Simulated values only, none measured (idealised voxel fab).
This is a process module. Its name is voxel plated lines.
For reference, the cross-section in this document is cut, with width 215 nm and square cells of 5 nm.
Cross-section, as written here: a square-cell grid given band by band from the top down, where a band holds one or more rows of cells. Each band's line starts with the height of the band's top and of its bottom, in nm. Then come its materials from left to right, each with its width in nm. One material with "all across" fills the band from edge to edge. "air" is empty space. Heights are reckoned from 0. Under this level, the received wafer is all of one material. The bottommost band is open-ended downward, for example "0 nm and below". A two-number width, for instance "30..40", indicates that the width is equal to the first number in the top row of the band and to the second number in the bottom row, and that it changes by a constant amount per row of cells. Step marked "everything unchanged"? Then no cell in the cross-section changed in it. Empty spaces counting at least 8 cells and having no open way to the top are listed in "Internal closed voids". The notation width x height at distance is used for each, the distance being from the left edge and all three values in nm. Text after the settings on a step's line: the simulator's own remark on that step. overlay nm: on a step with a mask, how far right of its planned place the mask lay; negative means left.
## These are the steps we planned for the process
1,RECEIVE: material Si
2,CONFORMAL_DEP: material SiO2, thk nm 15
3,DIRECTIONAL_DEP: material TiN, thk nm 5
4,PATTERN: tone open, mask id LINES, material resist, width nm 20, pitch nm 40, thk nm 40, overlay nm 0
5,EPI: material Ru, thk nm 10
6,EPI: material Ru, thk nm 5
7,EPI: material Ru, thk nm 5
8,STRIP: etch materials resist
9,DIRECTIONAL_ETCH: etch materials TiN, depth nm 5
10,CONFORMAL_DEP: material SiN, thk nm 10
## The first of the two wafers, which ran as planned
## Step 1 complete: cross-section of the wafer as received
0 nm and below  Si all across
Internal closed voids: none
## Cross-section: wafer state after step 2
15 nm to 0 nm  SiO2 all across
Beneath the level 0, the cross-section is identical to its previous state.
## Cross-section: wafer state after step 3
20 nm to 15 nm  TiN all across
Beneath the level 15, the cross-section is identical to its previous state.
## Cross-section: wafer state after step 4
60 nm to 20 nm  resist: 55 / air: 20 / resist: 20 / air: 20 / resist: 20 / air: 20 / resist: 60
Beneath the level 20, the cross-section is identical to its previous state.
## Cross-section: wafer state after step 5
60 nm to 30 nm  resist: 55 / air: 20 / resist: 20 / air: 20 / resist: 20 / air: 20 / resist: 60
30 nm to 20 nm  resist: 55 / Ru: 20 / resist: 20 / Ru: 20 / resist: 20 / Ru: 20 / resist: 60
Beneath the level 20, the cross-section is identical to its previous state.
## Cross-section: wafer state after step 6
60 nm to 35 nm  resist: 55 / air: 20 / resist: 20 / air: 20 / resist: 20 / air: 20 / resist: 60
35 nm to 20 nm  resist: 55 / Ru: 20 / resist: 20 / Ru: 20 / resist: 20 / Ru: 20 / resist: 60
Beneath the level 20, the cross-section is identical to its previous state.
## Cross-section: wafer state after step 7
60 nm to 40 nm  resist: 55 / air: 20 / resist: 20 / air: 20 / resist: 20 / air: 20 / resist: 60
40 nm to 20 nm  resist: 55 / Ru: 20 / resist: 20 / Ru: 20 / resist: 20 / Ru: 20 / resist: 60
Beneath the level 20, the cross-section is identical to its previous state.
## Cross-section: wafer state after step 8
40 nm to 20 nm  air: 55 / Ru: 20 / air: 20 / Ru: 20 / air: 20 / Ru: 20 / air: 60
Beneath the level 20, the cross-section is identical to its previous state.
## Cross-section: wafer state after step 9
40 nm to 20 nm  air: 55 / Ru: 20 / air: 20 / Ru: 20 / air: 20 / Ru: 20 / air: 60
20 nm to 15 nm  air: 55 / TiN: 20 / air: 20 / TiN: 20 / air: 20 / TiN: 20 / air: 60
Beneath the level 15, the cross-section is identical to its previous state.
## Cross-section: wafer state after step 10
50 nm to 40 nm  air: 45 / SiN: 120 / air: 50
40 nm to 25 nm  air: 45 / SiN: 10 / Ru: 20 / SiN: 20 / Ru: 20 / SiN: 20 / Ru: 20 / SiN: 10 / air: 50
25 nm to 20 nm  SiN: 55 / Ru: 20 / SiN: 20 / Ru: 20 / SiN: 20 / Ru: 20 / SiN: 60
20 nm to 15 nm  SiN: 55 / TiN: 20 / SiN: 20 / TiN: 20 / SiN: 20 / TiN: 20 / SiN: 60
Beneath the level 15, the cross-section is identical to its previous state.
## The second wafer was prepared from the same starting point and under the same plan as the first; its processing contained one mistake, and it remains indistinguishable from the first wafer up to and including step 3
## Second wafer, sectioned view, at step 4's planned end time
60 nm to 20 nm  resist: 45 / air: 20 / resist: 20 / air: 20 / resist: 20 / air: 20 / resist: 70
Beneath the level 20, the cross-section is identical to its previous state.
## Second wafer, sectioned view, at step 5's planned end time
60 nm to 30 nm  resist: 45 / air: 20 / resist: 20 / air: 20 / resist: 20 / air: 20 / resist: 70
30 nm to 20 nm  resist: 45 / Ru: 20 / resist: 20 / Ru: 20 / resist: 20 / Ru: 20 / resist: 70
Beneath the level 20, the cross-section is identical to its previous state.
## Second wafer, sectioned view, at step 6's planned end time
60 nm to 35 nm  resist: 45 / air: 20 / resist: 20 / air: 20 / resist: 20 / air: 20 / resist: 70
35 nm to 20 nm  resist: 45 / Ru: 20 / resist: 20 / Ru: 20 / resist: 20 / Ru: 20 / resist: 70
Beneath the level 20, the cross-section is identical to its previous state.
## Second wafer, sectioned view, at step 7's planned end time
60 nm to 40 nm  resist: 45 / air: 20 / resist: 20 / air: 20 / resist: 20 / air: 20 / resist: 70
40 nm to 20 nm  resist: 45 / Ru: 20 / resist: 20 / Ru: 20 / resist: 20 / Ru: 20 / resist: 70
Beneath the level 20, the cross-section is identical to its previous state.
## Second wafer, sectioned view, at step 8's planned end time
40 nm to 20 nm  air: 45 / Ru: 20 / air: 20 / Ru: 20 / air: 20 / Ru: 20 / air: 70
Beneath the level 20, the cross-section is identical to its previous state.
## Second wafer, sectioned view, at step 9's planned end time
40 nm to 20 nm  air: 45 / Ru: 20 / air: 20 / Ru: 20 / air: 20 / Ru: 20 / air: 70
20 nm to 15 nm  air: 45 / TiN: 20 / air: 20 / TiN: 20 / air: 20 / TiN: 20 / air: 70
Beneath the level 15, the cross-section is identical to its previous state.
## Second wafer, sectioned view, at step 10's planned end time
50 nm to 40 nm  air: 35 / SiN: 120 / air: 60
40 nm to 25 nm  air: 35 / SiN: 10 / Ru: 20 / SiN: 20 / Ru: 20 / SiN: 20 / Ru: 20 / SiN: 10 / air: 60
25 nm to 20 nm  SiN: 45 / Ru: 20 / SiN: 20 / Ru: 20 / SiN: 20 / Ru: 20 / SiN: 70
20 nm to 15 nm  SiN: 45 / TiN: 20 / SiN: 20 / TiN: 20 / SiN: 20 / TiN: 20 / SiN: 70
Beneath the level 15, the cross-section is identical to its previous state.
What was done differently from what was planned? not per plan at step 4, really ran PATTERN: tone open, mask id LINES, material resist, width nm 20, pitch nm 40, thk nm 40, overlay nm -10
The two final wafers agree on how many cells each material fills and disagree on which cells those are.
